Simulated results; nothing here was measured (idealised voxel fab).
The following is a process module called voxel self aligned vias.
The cross-section on display is named cut; it measures 275 nm wide, and its cells are 5 nm squares.
Think of the cross-section as a grid of square cells. We describe it in bands, top to bottom, and each band covers one or more rows of those cells. Heights first: top, then bottom, in nm. Then materials, left to right, each with a width in nm. "throughout" on a single material: fills the band edge to edge. "air": empty space. Heights are reckoned from 0. Under this level, the received wafer is all of one material. The bottommost band is open-ended downward, for example "0..down". A width such as "30->40" changes by the same amount from each row of cells to the next, from the band's top row to its bottom row. Take "nothing changed" at face value: in the step it is given for, the cross-section changed in none of its cells. "Closed internal voids": empty spaces of 8 cells or more with no open way to the top, each given as width x height at distance, distance from the left edge, all in nm. Where a step's line continues beyond its settings, the continuation is a remark by the simulator itself on that step. overlay nm: mask right of planned place by this much (step with mask). Neg. = left. Pairs from here to the end. Each: cross-section before one process step, cross-section after it, the latter only as far down as the lowest band that changed. Under each: the step between, and its settings. Mind that the pairs may be taken from different runs of this module on the same starting wafer; whether a pair continues from the pair above depends on its entry headed "Pre-step view", and it does only where that entry says so.

PRE-STEP VIEW
  0..down: Si throughout
  Closed internal voids: none

RESULTING STRUCTURE
  5..0: SiCN throughout
  Lower than 0, everything is as it was.
  Closed internal voids: none
Connecting step for the cross-sections above: CONFORMAL_DEP, material SiCN, thk nm 5

Pre-step view: the cross-section after the pair above

RESULTING STRUCTURE
  20..5: SiO2 throughout
  Lower than 5, everything is as it was.
  Closed internal voids: none
Connecting step for the cross-sections above: CONFORMAL_DEP, material SiO2, thk nm 15

Pre-step view: the cross-section after the pair above

RESULTING STRUCTURE
  50..5: SiO2 throughout
  Lower than 5, everything is as it was.
  Closed internal voids: none
Connecting step for the cross-sections above: DIRECTIONAL_DEP, material SiO2, thk nm 30

Pre-step view: the cross-section after the pair above

RESULTING STRUCTURE
  65..50: aC throughout
  Lower than 50, everything is as it was.
  Closed internal voids: none
Connecting step for the cross-sections above: DIRECTIONAL_DEP, material aC, thk nm 15

Pre-step view: the cross-section after the pair above

RESULTING STRUCTURE
  100..65: 60 nm resist / 20 nm air / 45 nm resist / 20 nm air / 45 nm resist / 20 nm air / 65 nm resist
  Lower than 65, everything is as it was.
  Closed internal voids: none
Connecting step for the cross-sections above: PATTERN, tone open, mask id LINES, material resist, width nm 20, pitch nm 65, thk nm 35, overlay nm 0

Pre-step view: the cross-section after the pair above

RESULTING STRUCTURE
  85..65: 60 nm resist / 20 nm air / 45 nm resist / 20 nm air / 45 nm resist / 20 nm air / 65 nm resist
  65..50: 60 nm aC / 20 nm air / 45 nm aC / 20 nm air / 45 nm aC / 20 nm air / 65 nm aC
  Lower than 50, everything is as it was.
  Closed internal voids: none
Connecting step for the cross-sections above: DIRECTIONAL_ETCH, etch materials aC, depth nm 15

Pre-step view: the cross-section after the pair above

RESULTING STRUCTURE
  65..50: 60 nm aC / 20 nm air / 45 nm aC / 20 nm air / 45 nm aC / 20 nm air / 65 nm aC
  Lower than 50, everything is as it was.
  Closed internal voids: none
Connecting step for the cross-sections above: STRIP, etch materials resist

Pre-step view: the cross-section after the pair above

RESULTING STRUCTURE
  65..50: 60 nm aC / 20 nm air / 45 nm aC / 20 nm air / 45 nm aC / 20 nm air / 65 nm aC
  50..20: 60 nm SiO2 / 20 nm air / 45 nm SiO2 / 20 nm air / 45 nm SiO2 / 20 nm air / 65 nm SiO2
  Lower than 20, everything is as it was.
  Closed internal voids: none
Connecting step for the cross-sections above: DIRECTIONAL_ETCH, etch materials SiO2, depth nm 30

Pre-step view: the cross-section after the pair above

RESULTING STRUCTURE
  50..20: 60 nm SiO2 / 20 nm air / 45 nm SiO2 / 20 nm air / 45 nm SiO2 / 20 nm air / 65 nm SiO2
  Lower than 20, everything is as it was.
  Closed internal voids: none
Connecting step for the cross-sections above: STRIP, etch materials aC

Pre-step view: the cross-section after the pair above

RESULTING STRUCTURE
  55..50: 65 nm TiN / 10 nm air / 55 nm TiN / 10 nm air / 55 nm TiN / 10 nm air / 70 nm TiN
  50..25: 60 nm SiO2 / 5 nm TiN / 10 nm air / 5 nm TiN / 45 nm SiO2 / 5 nm TiN / 10 nm air / 5 nm TiN / 45 nm SiO2 / 5 nm TiN / 10 nm air / 5 nm TiN / 65 nm SiO2
  25..20: 60 nm SiO2 / 20 nm TiN / 45 nm SiO2 / 20 nm TiN / 45 nm SiO2 / 20 nm TiN / 65 nm SiO2
  Lower than 20, everything is as it was.
  Closed internal voids: none
Connecting step for the cross-sections above: CONFORMAL_DEP, material TiN, thk nm 5

Pre-step view: the cross-section after the pair above

RESULTING STRUCTURE
  60..55: W throughout
  55..50: 65 nm TiN / 10 nm W / 55 nm TiN / 10 nm W / 55 nm TiN / 10 nm W / 70 nm TiN
  50..25: 60 nm SiO2 / 5 nm TiN / 10 nm W / 5 nm TiN / 45 nm SiO2 / 5 nm TiN / 10 nm W / 5 nm TiN / 45 nm SiO2 / 5 nm TiN / 10 nm W / 5 nm TiN / 65 nm SiO2
  Lower than 25, everything is as it was.
  Closed internal voids: none
Connecting step for the cross-sections above: FILL_DEP, material W, thk nm 5

Pre-step view: the cross-section after the pair above

RESULTING STRUCTURE
  50..25: 60 nm SiO2 / 5 nm TiN / 10 nm W / 5 nm TiN / 45 nm SiO2 / 5 nm TiN / 10 nm W / 5 nm TiN / 45 nm SiO2 / 5 nm TiN / 10 nm W / 5 nm TiN / 65 nm SiO2
  Lower than 25, everything is as it was.
  Closed internal voids: none
Connecting step for the cross-sections above: CMP, height nm 50

Pre-step view: the cross-section after the pair above

RESULTING STRUCTURE
  50..45: 60 nm SiO2 / 20 nm air / 45 nm SiO2 / 20 nm air / 45 nm SiO2 / 20 nm air / 65 nm SiO2
  Lower than 45, everything is as it was.
  Closed internal voids: none
Connecting step for the cross-sections above: SELECTIVE_ETCH, etch materials W Ru TiN, depth nm 5

Pre-step view: the cross-section after the pair above

RESULTING STRUCTURE
  60..50: SiN throughout
  50..45: 60 nm SiO2 / 20 nm SiN / 45 nm SiO2 / 20 nm SiN / 45 nm SiO2 / 20 nm SiN / 65 nm SiO2
  Lower than 45, everything is as it was.
  Closed internal voids: none
Connecting step for the cross-sections above: FILL_DEP, material SiN, thk nm 10

Pre-step view: the cross-section after the pair above

RESULTING STRUCTURE
  50..45: 60 nm SiO2 / 20 nm SiN / 45 nm SiO2 / 20 nm SiN / 45 nm SiO2 / 20 nm SiN / 65 nm SiO2
  Lower than 45, everything is as it was.
  Closed internal voids: none
Connecting step for the cross-sections above: CMP, height nm 50

Pre-step view: the cross-section after the pair above

RESULTING STRUCTURE
  65..50: SiO2 throughout
  Lower than 50, everything is as it was.
  Closed internal voids: none
Connecting step for the cross-sections above: DIRECTIONAL_DEP, material SiO2, thk nm 15

Pre-step view: the cross-section after the pair above

RESULTING STRUCTURE
  80..65: aC throughout
  Lower than 65, everything is as it was.
  Closed internal voids: none
Connecting step for the cross-sections above: DIRECTIONAL_DEP, material aC, thk nm 15

Pre-step view: the cross-section after the pair above

RESULTING STRUCTURE
  115..80: 50 nm resist / 40 nm air / 90 nm resist / 40 nm air / 55 nm resist
  Lower than 80, everything is as it was.
  Closed internal voids: none
Connecting step for the cross-sections above: PATTERN, tone open, mask id VIAS, material resist, width nm 40, pitch nm 130, thk nm 35, overlay nm 0

Pre-step view: the cross-section after the pair above

RESULTING STRUCTURE
  100..80: 50 nm resist / 40 nm air / 90 nm resist / 40 nm air / 55 nm resist
  80..65: 50 nm aC / 40 nm air / 90 nm aC / 40 nm air / 55 nm aC
  Lower than 65, everything is as it was.
  Closed internal voids: none
Connecting step for the cross-sections above: DIRECTIONAL_ETCH, etch materials aC, depth nm 15

Pre-step view: the cross-section after the pair above

RESULTING STRUCTURE
  80..65: 50 nm aC / 40 nm air / 90 nm aC / 40 nm air / 55 nm aC
  Lower than 65, everything is as it was.
  Closed internal voids: none
Connecting step for the cross-sections above: STRIP, etch materials resist

Pre-step view: the cross-section after the pair above

RESULTING STRUCTURE
  80..65: 50 nm aC / 40 nm air / 90 nm aC / 40 nm air / 55 nm aC
  65..50: 50 nm SiO2 / 40 nm air / 90 nm SiO2 / 40 nm air / 55 nm SiO2
  Lower than 50, everything is as it was.
  Closed internal voids: none
Connecting step for the cross-sections above: DIRECTIONAL_ETCH, etch materials SiO2, depth nm 15

Pre-step view: the cross-section after the pair above

RESULTING STRUCTURE
  80..65: 50 nm aC / 40 nm air / 90 nm aC / 40 nm air / 55 nm aC
  65..50: 50 nm SiO2 / 40 nm air / 90 nm SiO2 / 40 nm air / 55 nm SiO2
  50..45: 60 nm SiO2 / 20 nm air / 45 nm SiO2 / 20 nm SiN / 45 nm SiO2 / 20 nm air / 65 nm SiO2
  Lower than 45, everything is as it was.
  Closed internal voids: none
Connecting step for the cross-sections above: DIRECTIONAL_ETCH, etch materials SiN, depth nm 5

Pre-step view: the cross-section after the pair above

RESULTING STRUCTURE
  65..50: 50 nm SiO2 / 40 nm air / 90 nm SiO2 / 40 nm air / 55 nm SiO2
  Lower than 50, everything is as it was.
  Closed internal voids: none
Connecting step for the cross-sections above: STRIP, etch materials aC

Pre-step view: the cross-section after the pair above

RESULTING STRUCTURE
  70..65: 55 nm TiN / 30 nm air / 100 nm TiN / 30 nm air / 60 nm TiN
  65..55: 50 nm SiO2 / 5 nm TiN / 30 nm air / 5 nm TiN / 90 nm SiO2 / 5 nm TiN / 30 nm air / 5 nm TiN / 55 nm SiO2
  55..50: 50 nm SiO2 / 15 nm TiN / 10 nm air / 15 nm TiN / 90 nm SiO2 / 15 nm TiN / 10 nm air / 15 nm TiN / 55 nm SiO2
  50..45: 60 nm SiO2 / 20 nm TiN / 45 nm SiO2 / 20 nm SiN / 45 nm SiO2 / 20 nm TiN / 65 nm SiO2
  Lower than 45, everything is as it was.
  Closed internal voids: none
Connecting step for the cross-sections above: CONFORMAL_DEP, material TiN, thk nm 5

Pre-step view: the cross-section after the pair above

RESULTING STRUCTURE
  75..70: Cu throughout
  70..65: 55 nm TiN / 30 nm Cu / 100 nm TiN / 30 nm Cu / 60 nm TiN
  65..55: 50 nm SiO2 / 5 nm TiN / 30 nm Cu / 5 nm TiN / 90 nm SiO2 / 5 nm TiN / 30 nm Cu / 5 nm TiN / 55 nm SiO2
  55..50: 50 nm SiO2 / 15 nm TiN / 10 nm Cu / 15 nm TiN / 90 nm SiO2 / 15 nm TiN / 10 nm Cu / 15 nm TiN / 55 nm SiO2
  Lower than 50, everything is as it was.
  Closed internal voids: none
Connecting step for the cross-sections above: FILL_DEP, material Cu, thk nm 5

Pre-step view: the cross-section after the pair above

RESULTING STRUCTURE
  65..55: 50 nm SiO2 / 5 nm TiN / 30 nm Cu / 5 nm TiN / 90 nm SiO2 / 5 nm TiN / 30 nm Cu / 5 nm TiN / 55 nm SiO2
  Lower than 55, everything is as it was.
  Closed internal voids: none
Connecting step for the cross-sections above: CMP, height nm 65

Pre-step view: the cross-section after the pair above

RESULTING STRUCTURE
  70..65: SiCN throughout
  Lower than 65, everything is as it was.
  Closed internal voids: none
Connecting step for the cross-sections above: CONFORMAL_DEP, material SiCN, thk nm 5

PRE-STEP VIEW
  50..25: 60 nm SiO2 / 5 nm TiN / 10 nm W / 5 nm TiN / 45 nm SiO2 / 5 nm TiN / 10 nm W / 5 nm TiN / 45 nm SiO2 / 5 nm TiN / 10 nm W / 5 nm TiN / 65 nm SiO2
  25..20: 60 nm SiO2 / 20 nm TiN / 45 nm SiO2 / 20 nm TiN / 45 nm SiO2 / 20 nm TiN / 65 nm SiO2
  20..15: SiCN throughout
  15..0: SiO2 throughout
  0..down: Si throughout
  Closed internal voids: none

RESULTING STRUCTURE
  50..35: 60 nm SiO2 / 20 nm air / 45 nm SiO2 / 20 nm air / 45 nm SiO2 / 20 nm air / 65 nm SiO2
  Lower than 35, everything is as it was.
  Closed internal voids: none
Connecting step for the cross-sections above: SELECTIVE_ETCH, etch materials W Ru TiN, depth nm 15

Pre-step view: the cross-section after the pair above

RESULTING STRUCTURE
  60..50: SiN throughout
  50..35: 60 nm SiO2 / 20 nm SiN / 45 nm SiO2 / 20 nm SiN / 45 nm SiO2 / 20 nm SiN / 65 nm SiO2
  Lower than 35, everything is as it was.
  Closed internal voids: none
Connecting step for the cross-sections above: FILL_DEP, material SiN, thk nm 10

Pre-step view: the cross-section after the pair above

RESULTING STRUCTURE
  50..35: 60 nm SiO2 / 20 nm SiN / 45 nm SiO2 / 20 nm SiN / 45 nm SiO2 / 20 nm SiN / 65 nm SiO2
  Lower than 35, everything is as it was.
  Closed internal voids: none
Connecting step for the cross-sections above: CMP, height nm 50

Pre-step view: the cross-section after the pair above

RESULTING STRUCTURE
  65..50: SiO2 throughout
  Lower than 50, everything is as it was.
  Closed internal voids: none
Connecting step for the cross-sections above: DIRECTIONAL_DEP, material SiO2, thk nm 15

Pre-step view: the cross-section after the pair above

RESULTING STRUCTURE
  80..65: aC throughout
  Lower than 65, everything is as it was.
  Closed internal voids: none
Connecting step for the cross-sections above: DIRECTIONAL_DEP, material aC, thk nm 15

Pre-step view: the cross-section after the pair above

RESULTING STRUCTURE
  115..80: 50 nm resist / 40 nm air / 90 nm resist / 40 nm air / 55 nm resist
  Lower than 80, everything is as it was.
  Closed internal voids: none
Connecting step for the cross-sections above: PATTERN, tone open, mask id VIAS, material resist, width nm 40, pitch nm 130, thk nm 35, overlay nm 0

Pre-step view: the cross-section after the pair above

RESULTING STRUCTURE
  100..80: 50 nm resist / 40 nm air / 90 nm resist / 40 nm air / 55 nm resist
  80..65: 50 nm aC / 40 nm air / 90 nm aC / 40 nm air / 55 nm aC
  Lower than 65, everything is as it was.
  Closed internal voids: none
Connecting step for the cross-sections above: DIRECTIONAL_ETCH, etch materials aC, depth nm 15

Pre-step view: the cross-section after the pair above

RESULTING STRUCTURE
  80..65: 50 nm aC / 40 nm air / 90 nm aC / 40 nm air / 55 nm aC
  Lower than 65, everything is as it was.
  Closed internal voids: none
Connecting step for the cross-sections above: STRIP, etch materials resist

Pre-step view: the cross-section after the pair above

RESULTING STRUCTURE
  80..65: 50 nm aC / 40 nm air / 90 nm aC / 40 nm air / 55 nm aC
  65..50: 50 nm SiO2 / 40 nm air / 90 nm SiO2 / 40 nm air / 55 nm SiO2
  Lower than 50, everything is as it was.
  Closed internal voids: none
Connecting step for the cross-sections above: DIRECTIONAL_ETCH, etch materials SiO2, depth nm 15

Pre-step view: the cross-section after the pair above

RESULTING STRUCTURE
  80..65: 50 nm aC / 40 nm air / 90 nm aC / 40 nm air / 55 nm aC
  65..50: 50 nm SiO2 / 40 nm air / 90 nm SiO2 / 40 nm air / 55 nm SiO2
  50..45: 60 nm SiO2 / 20 nm air / 45 nm SiO2 / 20 nm SiN / 45 nm SiO2 / 20 nm air / 65 nm SiO2
  Lower than 45, everything is as it was.
  Closed internal voids: none
Connecting step for the cross-sections above: DIRECTIONAL_ETCH, etch materials SiN, depth nm 5

Pre-step view: the cross-section after the pair above

RESULTING STRUCTURE
  65..50: 50 nm SiO2 / 40 nm air / 90 nm SiO2 / 40 nm air / 55 nm SiO2
  Lower than 50, everything is as it was.
  Closed internal voids: none
Connecting step for the cross-sections above: STRIP, etch materials aC

Pre-step view: the cross-section after the pair above

RESULTING STRUCTURE
  70..65: 55 nm TiN / 30 nm air / 100 nm TiN / 30 nm air / 60 nm TiN
  65..55: 50 nm SiO2 / 5 nm TiN / 30 nm air / 5 nm TiN / 90 nm SiO2 / 5 nm TiN / 30 nm air / 5 nm TiN / 55 nm SiO2
  55..50: 50 nm SiO2 / 15 nm TiN / 10 nm air / 15 nm TiN / 90 nm SiO2 / 15 nm TiN / 10 nm air / 15 nm TiN / 55 nm SiO2
  50..45: 60 nm SiO2 / 20 nm TiN / 45 nm SiO2 / 20 nm SiN / 45 nm SiO2 / 20 nm TiN / 65 nm SiO2
  Lower than 45, everything is as it was.
  Closed internal voids: none
Connecting step for the cross-sections above: CONFORMAL_DEP, material TiN, thk nm 5

Pre-step view: the cross-section after the pair above

RESULTING STRUCTURE
  75..70: Cu throughout
  70..65: 55 nm TiN / 30 nm Cu / 100 nm TiN / 30 nm Cu / 60 nm TiN
  65..55: 50 nm SiO2 / 5 nm TiN / 30 nm Cu / 5 nm TiN / 90 nm SiO2 / 5 nm TiN / 30 nm Cu / 5 nm TiN / 55 nm SiO2
  55..50: 50 nm SiO2 / 15 nm TiN / 10 nm Cu / 15 nm TiN / 90 nm SiO2 / 15 nm TiN / 10 nm Cu / 15 nm TiN / 55 nm SiO2
  Lower than 50, everything is as it was.
  Closed internal voids: none
Connecting step for the cross-sections above: FILL_DEP, material Cu, thk nm 5

Pre-step view: the cross-section after the pair above

RESULTING STRUCTURE
  65..55: 50 nm SiO2 / 5 nm TiN / 30 nm Cu / 5 nm TiN / 90 nm SiO2 / 5 nm TiN / 30 nm Cu / 5 nm TiN / 55 nm SiO2
  Lower than 55, everything is as it was.
  Closed internal voids: none
Connecting step for the cross-sections above: CMP, height nm 65

Pre-step view: the cross-section after the pair above

RESULTING STRUCTURE
  70..65: SiCN throughout
  Lower than 65, everything is as it was.
  Closed internal voids: none
Connecting step for the cross-sections above: CONFORMAL_DEP, material SiCN, thk nm 5

PRE-STEP VIEW
  80..65: aC throughout
  65..50: SiO2 throughout
  50..45: 60 nm SiO2 / 20 nm SiN / 45 nm SiO2 / 20 nm SiN / 45 nm SiO2 / 20 nm SiN / 65 nm SiO2
  45..25: 60 nm SiO2 / 5 nm TiN / 10 nm W / 5 nm TiN / 45 nm SiO2 / 5 nm TiN / 10 nm W / 5 nm TiN / 45 nm SiO2 / 5 nm TiN / 10 nm W / 5 nm TiN / 65 nm SiO2
  25..20: 60 nm SiO2 / 20 nm TiN / 45 nm SiO2 / 20 nm TiN / 45 nm SiO2 / 20 nm TiN / 65 nm SiO2
  20..15: SiCN throughout
  15..0: SiO2 throughout
  0..down: Si throughout
  Closed internal voids: none

RESULTING STRUCTURE
  115..80: 55 nm resist / 30 nm air / 100 nm resist / 30 nm air / 60 nm resist
  Lower than 80, everything is as it was.
  Closed internal voids: none
Connecting step for the cross-sections above: PATTERN, tone open, mask id VIAS, material resist, width nm 30, pitch nm 130, thk nm 35, overlay nm 0

Pre-step view: the cross-section after the pair above

RESULTING STRUCTURE
  100..80: 55 nm resist / 30 nm air / 100 nm resist / 30 nm air / 60 nm resist
  80..65: 55 nm aC / 30 nm air / 100 nm aC / 30 nm air / 60 nm aC
  Lower than 65, everything is as it was.
  Closed internal voids: none
Connecting step for the cross-sections above: DIRECTIONAL_ETCH, etch materials aC, depth nm 15

Pre-step view: the cross-section after the pair above

RESULTING STRUCTURE
  80..65: 55 nm aC / 30 nm air / 100 nm aC / 30 nm air / 60 nm aC
  Lower than 65, everything is as it was.
  Closed internal voids: none
Connecting step for the cross-sections above: STRIP, etch materials resist

Pre-step view: the cross-section after the pair above

RESULTING STRUCTURE
  80..65: 55 nm aC / 30 nm air / 100 nm aC / 30 nm air / 60 nm aC
  65..50: 55 nm SiO2 / 30 nm air / 100 nm SiO2 / 30 nm air / 60 nm SiO2
  Lower than 50, everything is as it was.
  Closed internal voids: none
Connecting step for the cross-sections above: DIRECTIONAL_ETCH, etch materials SiO2, depth nm 15

Pre-step view: the cross-section after the pair above

RESULTING STRUCTURE
  80..65: 55 nm aC / 30 nm air / 100 nm aC / 30 nm air / 60 nm aC
  65..50: 55 nm SiO2 / 30 nm air / 100 nm SiO2 / 30 nm air / 60 nm SiO2
  50..45: 60 nm SiO2 / 20 nm air / 45 nm SiO2 / 20 nm SiN / 45 nm SiO2 / 20 nm air / 65 nm SiO2
  Lower than 45, everything is as it was.
  Closed internal voids: none
Connecting step for the cross-sections above: DIRECTIONAL_ETCH, etch materials SiN, depth nm 5

Pre-step view: the cross-section after the pair above

RESULTING STRUCTURE
  65..50: 55 nm SiO2 / 30 nm air / 100 nm SiO2 / 30 nm air / 60 nm SiO2
  Lower than 50, everything is as it was.
  Closed internal voids: none
Connecting step for the cross-sections above: STRIP, etch materials aC

Pre-step view: the cross-section after the pair above

RESULTING STRUCTURE
  70..65: 60 nm TiN / 20 nm air / 110 nm TiN / 20 nm air / 65 nm TiN
  65..55: 55 nm SiO2 / 5 nm TiN / 20 nm air / 5 nm TiN / 100 nm SiO2 / 5 nm TiN / 20 nm air / 5 nm TiN / 60 nm SiO2
  55..50: 55 nm SiO2 / 10 nm TiN / 10 nm air / 10 nm TiN / 100 nm SiO2 / 10 nm TiN / 10 nm air / 10 nm TiN / 60 nm SiO2
  50..45: 60 nm SiO2 / 20 nm TiN / 45 nm SiO2 / 20 nm SiN / 45 nm SiO2 / 20 nm TiN / 65 nm SiO2
  Lower than 45, everything is as it was.
  Closed internal voids: none
Connecting step for the cross-sections above: CONFORMAL_DEP, material TiN, thk nm 5

Pre-step view: the cross-section after the pair above

RESULTING STRUCTURE
  75..70: Cu throughout
  70..65: 60 nm TiN / 20 nm Cu / 110 nm TiN / 20 nm Cu / 65 nm TiN
  65..55: 55 nm SiO2 / 5 nm TiN / 20 nm Cu / 5 nm TiN / 100 nm SiO2 / 5 nm TiN / 20 nm Cu / 5 nm TiN / 60 nm SiO2
  55..50: 55 nm SiO2 / 10 nm TiN / 10 nm Cu / 10 nm TiN / 100 nm SiO2 / 10 nm TiN / 10 nm Cu / 10 nm TiN / 60 nm SiO2
  Lower than 50, everything is as it was.
  Closed internal voids: none
Connecting step for the cross-sections above: FILL_DEP, material Cu, thk nm 5

Pre-step view: the cross-section after the pair above

RESULTING STRUCTURE
  65..55: 55 nm SiO2 / 5 nm TiN / 20 nm Cu / 5 nm TiN / 100 nm SiO2 / 5 nm TiN / 20 nm Cu / 5 nm TiN / 60 nm SiO2
  Lower than 55, everything is as it was.
  Closed internal voids: none
Connecting step for the cross-sections above: CMP, height nm 65

Pre-step view: the cross-section after the pair above

RESULTING STRUCTURE
  70..65: SiCN throughout
  Lower than 65, everything is as it was.
  Closed internal voids: none
Connecting step for the cross-sections above: CONFORMAL_DEP, material SiCN, thk nm 5

PRE-STEP VIEW
  80..65: aC throughout
  65..50: SiO2 throughout
  50..45: 60 nm SiO2 / 20 nm SiN / 45 nm SiO2 / 20 nm SiN / 45 nm SiO2 / 20 nm SiN / 65 nm SiO2
  45..25: 60 nm SiO2 / 5 nm TiN / 10 nm W / 5 nm TiN / 45 nm SiO2 / 5 nm TiN / 10 nm W / 5 nm TiN / 45 nm SiO2 / 5 nm TiN / 10 nm W / 5 nm TiN / 65 nm SiO2
  25..20: 60 nm SiO2 / 20 nm TiN / 45 nm SiO2 / 20 nm TiN / 45 nm SiO2 / 20 nm TiN / 65 nm SiO2
  20..15: SiCN throughout
  15..0: SiO2 throughout
  0..down: Si throughout
  Closed internal voids: none

RESULTING STRUCTURE
  115..80: 45 nm resist / 40 nm air / 90 nm resist / 40 nm air / 60 nm resist
  Lower than 80, everything is as it was.
  Closed internal voids: none
Connecting step for the cross-sections above: PATTERN, tone open, mask id VIAS, material resist, width nm 40, pitch nm 130, thk nm 35, overlay nm -5

Pre-step view: the cross-section after the pair above

RESULTING STRUCTURE
  100..80: 45 nm resist / 40 nm air / 90 nm resist / 40 nm air / 60 nm resist
  80..65: 45 nm aC / 40 nm air / 90 nm aC / 40 nm air / 60 nm aC
  Lower than 65, everything is as it was.
  Closed internal voids: none
Connecting step for the cross-sections above: DIRECTIONAL_ETCH, etch materials aC, depth nm 15

Pre-step view: the cross-section after the pair above

RESULTING STRUCTURE
  80..65: 45 nm aC / 40 nm air / 90 nm aC / 40 nm air / 60 nm aC
  Lower than 65, everything is as it was.
  Closed internal voids: none
Connecting step for the cross-sections above: STRIP, etch materials resist

Pre-step view: the cross-section after the pair above

RESULTING STRUCTURE
  80..65: 45 nm aC / 40 nm air / 90 nm aC / 40 nm air / 60 nm aC
  65..50: 45 nm SiO2 / 40 nm air / 90 nm SiO2 / 40 nm air / 60 nm SiO2
  Lower than 50, everything is as it was.
  Closed internal voids: none
Connecting step for the cross-sections above: DIRECTIONAL_ETCH, etch materials SiO2, depth nm 15

Pre-step view: the cross-section after the pair above

RESULTING STRUCTURE
  80..65: 45 nm aC / 40 nm air / 90 nm aC / 40 nm air / 60 nm aC
  65..50: 45 nm SiO2 / 40 nm air / 90 nm SiO2 / 40 nm air / 60 nm SiO2
  50..45: 60 nm SiO2 / 20 nm air / 45 nm SiO2 / 20 nm SiN / 45 nm SiO2 / 20 nm air / 65 nm SiO2
  Lower than 45, everything is as it was.
  Closed internal voids: none
Connecting step for the cross-sections above: DIRECTIONAL_ETCH, etch materials SiN, depth nm 5

Pre-step view: the cross-section after the pair above

RESULTING STRUCTURE
  65..50: 45 nm SiO2 / 40 nm air / 90 nm SiO2 / 40 nm air / 60 nm SiO2
  Lower than 50, everything is as it was.
  Closed internal voids: none
Connecting step for the cross-sections above: STRIP, etch materials aC

Pre-step view: the cross-section after the pair above

RESULTING STRUCTURE
  70..65: 50 nm TiN / 30 nm air / 100 nm TiN / 30 nm air / 65 nm TiN
  65..55: 45 nm SiO2 / 5 nm TiN / 30 nm air / 5 nm TiN / 90 nm SiO2 / 5 nm TiN / 30 nm air / 5 nm TiN / 60 nm SiO2
  55..50: 45 nm SiO2 / 20 nm TiN / 10 nm air / 10 nm TiN / 90 nm SiO2 / 20 nm TiN / 10 nm air / 10 nm TiN / 60 nm SiO2
  50..45: 60 nm SiO2 / 20 nm TiN / 45 nm SiO2 / 20 nm SiN / 45 nm SiO2 / 20 nm TiN / 65 nm SiO2
  Lower than 45, everything is as it was.
  Closed internal voids: none
Connecting step for the cross-sections above: CONFORMAL_DEP, material TiN, thk nm 5

Pre-step view: the cross-section after the pair above

RESULTING STRUCTURE
  75..70: Cu throughout
  70..65: 50 nm TiN / 30 nm Cu / 100 nm TiN / 30 nm Cu / 65 nm TiN
  65..55: 45 nm SiO2 / 5 nm TiN / 30 nm Cu / 5 nm TiN / 90 nm SiO2 / 5 nm TiN / 30 nm Cu / 5 nm TiN / 60 nm SiO2
  55..50: 45 nm SiO2 / 20 nm TiN / 10 nm Cu / 10 nm TiN / 90 nm SiO2 / 20 nm TiN / 10 nm Cu / 10 nm TiN / 60 nm SiO2
  Lower than 50, everything is as it was.
  Closed internal voids: none
Connecting step for the cross-sections above: FILL_DEP, material Cu, thk nm 5

Pre-step view: the cross-section after the pair above

RESULTING STRUCTURE
  65..55: 45 nm SiO2 / 5 nm TiN / 30 nm Cu / 5 nm TiN / 90 nm SiO2 / 5 nm TiN / 30 nm Cu / 5 nm TiN / 60 nm SiO2
  Lower than 55, everything is as it was.
  Closed internal voids: none
Connecting step for the cross-sections above: CMP, height nm 65

Pre-step view: the cross-section after the pair above

RESULTING STRUCTURE
  70..65: SiCN throughout
  Lower than 65, everything is as it was.
  Closed internal voids: none
Connecting step for the cross-sections above: CONFORMAL_DEP, material SiCN, thk nm 5

PRE-STEP VIEW
  50..25: 60 nm SiO2 / 5 nm TiN / 10 nm W / 5 nm TiN / 45 nm SiO2 / 5 nm TiN / 10 nm W / 5 nm TiN / 45 nm SiO2 / 5 nm TiN / 10 nm W / 5 nm TiN / 65 nm SiO2
  25..20: 60 nm SiO2 / 20 nm TiN / 45 nm SiO2 / 20 nm TiN / 45 nm SiO2 / 20 nm TiN / 65 nm SiO2
  20..15: SiCN throughout
  15..0: SiO2 throughout
  0..down: Si throughout
  Closed internal voids: none

RESULTING STRUCTURE
  50..45: 60 nm air / 5 nm TiN / 10 nm W / 5 nm TiN / 45 nm air / 5 nm TiN / 10 nm W / 5 nm TiN / 45 nm air / 5 nm TiN / 10 nm W / 5 nm TiN / 65 nm air
  Lower than 45, everything is as it was.
  Closed internal voids: none
Connecting step for the cross-sections above: SELECTIVE_ETCH, etch materials SiO2, depth nm 5

Pre-step view: the cross-section after the pair above

RESULTING STRUCTURE
  60..50: SiN throughout
  50..45: 60 nm SiN / 5 nm TiN / 10 nm W / 5 nm TiN / 45 nm SiN / 5 nm TiN / 10 nm W / 5 nm TiN / 45 nm SiN / 5 nm TiN / 10 nm W / 5 nm TiN / 65 nm SiN
  Lower than 45, everything is as it was.
  Closed internal voids: none
Connecting step for the cross-sections above: FILL_DEP, material SiN, thk nm 10

Pre-step view: the cross-section after the pair above

RESULTING STRUCTURE
  50..45: 60 nm SiN / 5 nm TiN / 10 nm W / 5 nm TiN / 45 nm SiN / 5 nm TiN / 10 nm W / 5 nm TiN / 45 nm SiN / 5 nm TiN / 10 nm W / 5 nm TiN / 65 nm SiN
  Lower than 45, everything is as it was.
  Closed internal voids: none
Connecting step for the cross-sections above: CMP, height nm 50

Pre-step view: the cross-section after the pair above

RESULTING STRUCTURE
  65..50: SiO2 throughout
  Lower than 50, everything is as it was.
  Closed internal voids: none
Connecting step for the cross-sections above: DIRECTIONAL_DEP, material SiO2, thk nm 15

Pre-step view: the cross-section after the pair above

RESULTING STRUCTURE
  80..65: aC throughout
  Lower than 65, everything is as it was.
  Closed internal voids: none
Connecting step for the cross-sections above: DIRECTIONAL_DEP, material aC, thk nm 15

Pre-step view: the cross-section after the pair above

RESULTING STRUCTURE
  115..80: 50 nm resist / 40 nm air / 90 nm resist / 40 nm air / 55 nm resist
  Lower than 80, everything is as it was.
  Closed internal voids: none
Connecting step for the cross-sections above: PATTERN, tone open, mask id VIAS, material resist, width nm 40, pitch nm 130, thk nm 35, overlay nm 0

Pre-step view: the cross-section after the pair above

RESULTING STRUCTURE
  100..80: 50 nm resist / 40 nm air / 90 nm resist / 40 nm air / 55 nm resist
  80..65: 50 nm aC / 40 nm air / 90 nm aC / 40 nm air / 55 nm aC
  Lower than 65, everything is as it was.
  Closed internal voids: none
Connecting step for the cross-sections above: DIRECTIONAL_ETCH, etch materials aC, depth nm 15

Pre-step view: the cross-section after the pair above

RESULTING STRUCTURE
  80..65: 50 nm aC / 40 nm air / 90 nm aC / 40 nm air / 55 nm aC
  Lower than 65, everything is as it was.
  Closed internal voids: none
Connecting step for the cross-sections above: STRIP, etch materials resist
